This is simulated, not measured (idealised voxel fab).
This is a process module. Its name is voxel self aligned vias.
Cross-section cut spans 275 nm and uses square cells 5 nm in size.
Think of the cross-section as a grid of square cells. We describe it in bands, top to bottom, and each band covers one or more rows of those cells. Quick guide to a band line: top height, bottom height (nm) up front; then every material left to right with its width in nm. Only one material and it's marked "edge to edge"? Then it fills the band edge to edge. And "air" just means empty space. All heights in this document are referenced to 0, defined as the level beneath which the wafer, as received, consists entirely of one material. The lowest band is not bounded below; it extends indefinitely downward and is written in the form "from 0 down". The width entry "30->40" should be interpreted row by row: the top row of cells in the band takes the first number, the bottom row takes the second number, and the change between adjacent rows is uniform throughout. You'll sometimes find "same as before" written for a step, and that's the way of saying that nowhere in the cross-section did a cell change during that step. Look at "Closed void roster" for the closed voids: empty spaces with no open path to the top, sized 8 cells or up. Each is width x height at distance, distance from the left edge, all nm. Post-settings text on a step line: simulator's own remark regarding the step. What "overlay nm" on a step's line means: if the step has a mask, that mask lay this far to the right of its planned place, or, when the value is negative, to the left.

[This section lists the process steps that were planned]
1: RECEIVE: material Si
2: CONFORMAL_DEP: material SiO2, thk nm 15
3: CONFORMAL_DEP: material SiCN, thk nm 5
4: DIRECTIONAL_DEP: material SiO2, thk nm 20
5: PATTERN: tone open, mask id LINES, material resist, width nm 20, pitch nm 55, thk nm 15, overlay nm 0
6: DIRECTIONAL_ETCH: etch materials SiO2, depth nm 20
7: STRIP: etch materials resist
8: CONFORMAL_DEP: material TiN, thk nm 5
9: FILL_DEP: material Ru, thk nm 5
10: CMP: height nm 40
11: SELECTIVE_ETCH: etch materials W Ru TiN, depth nm 10
12: FILL_DEP: material SiN, thk nm 5
13: CMP: height nm 40
14: DIRECTIONAL_DEP: material SiO2, thk nm 15
15: MASKED_ETCH: tone open, mask id VIAS, width nm 30, pitch nm 55, etch materials SiO2, depth nm 15, overlay nm 0
16: MASKED_ETCH: tone open, mask id VIAS, width nm 30, pitch nm 55, etch materials SiN, depth nm 10, overlay nm 0
17: CONFORMAL_DEP: material TiN, thk nm 5
18: FILL_DEP: material W, thk nm 5
19: CMP: height nm 55
20: CONFORMAL_DEP: material SiCN, thk nm 5

[Received-state cross-section, reflecting completion of step 1]
from 0 down  Si edge to edge
Closed void roster: none

[Cross-sectional view of the first of the two wafers upon completion of the module, processed in accordance with the plan]
from 60 to 55  SiCN edge to edge
from 55 to 45  65 of SiO2  5 of TiN  20 of W  5 of TiN  25 of SiO2  5 of TiN  20 of W  5 of TiN  25 of SiO2  5 of TiN  20 of W  5 of TiN  70 of SiO2
from 45 to 35  65->70 of SiO2  10->5 of TiN  10 of W  10->5 of TiN  25->35 of SiO2  10->5 of TiN  10 of W  10->5 of TiN  25->35 of SiO2  10->5 of TiN  10 of W  10->5 of TiN  70->75 of SiO2
from 35 to 30  70 of SiO2  20 of TiN  35 of SiO2  20 of TiN  35 of SiO2  20 of TiN  75 of SiO2
from 30 to 25  70 of SiO2  5 of TiN  10 of Ru  5 of TiN  35 of SiO2  5 of TiN  10 of Ru  5 of TiN  35 of SiO2  5 of TiN  10 of Ru  5 of TiN  75 of SiO2
from 25 to 20  70 of SiO2  20 of TiN  35 of SiO2  20 of TiN  35 of SiO2  20 of TiN  75 of SiO2
from 20 to 15  SiCN edge to edge
from 15 to 0  SiO2 edge to edge
from 0 down  Si edge to edge
Closed void roster: none

[Here's the second of our two wafers sectioned at module end. Same start as the first, same plan, but one mistake got made running it]
from 60 to 55  SiCN edge to edge
from 55 to 45  60 of W  5 of TiN  30 of SiO2  5 of TiN  15 of W  5 of TiN  30 of SiO2  5 of TiN  15 of W  5 of TiN  30 of SiO2  5 of TiN  65 of W
from 45 to 40  65 of TiN  30 of SiO2  25 of TiN  30 of SiO2  25 of TiN  30 of SiO2  70 of TiN
from 40 to 30  70 of SiO2  20 of SiN  35 of SiO2  20 of SiN  35 of SiO2  20 of SiN  75 of SiO2
from 30 to 25  70 of SiO2  5 of TiN  10 of Ru  5 of TiN  35 of SiO2  5 of TiN  10 of Ru  5 of TiN  35 of SiO2  5 of TiN  10 of Ru  5 of TiN  75 of SiO2
from 25 to 20  70 of SiO2  20 of TiN  35 of SiO2  20 of TiN  35 of SiO2  20 of TiN  75 of SiO2
from 20 to 15  SiCN edge to edge
from 15 to 0  SiO2 edge to edge
from 0 down  Si edge to edge
Closed void roster: none
What was done differently from what was planned? heads up, step 15 didn't go per plan, it actually ran as MASKED_ETCH: tone cover, mask id VIAS, width nm 30, pitch nm 55, etch materials SiO2, depth nm 15, overlay nm 0
Final tally in cells, some materials are higher or lower on the second wafer than on the first: SiN +24 | SiO2 -57 | TiN +7 | W +26
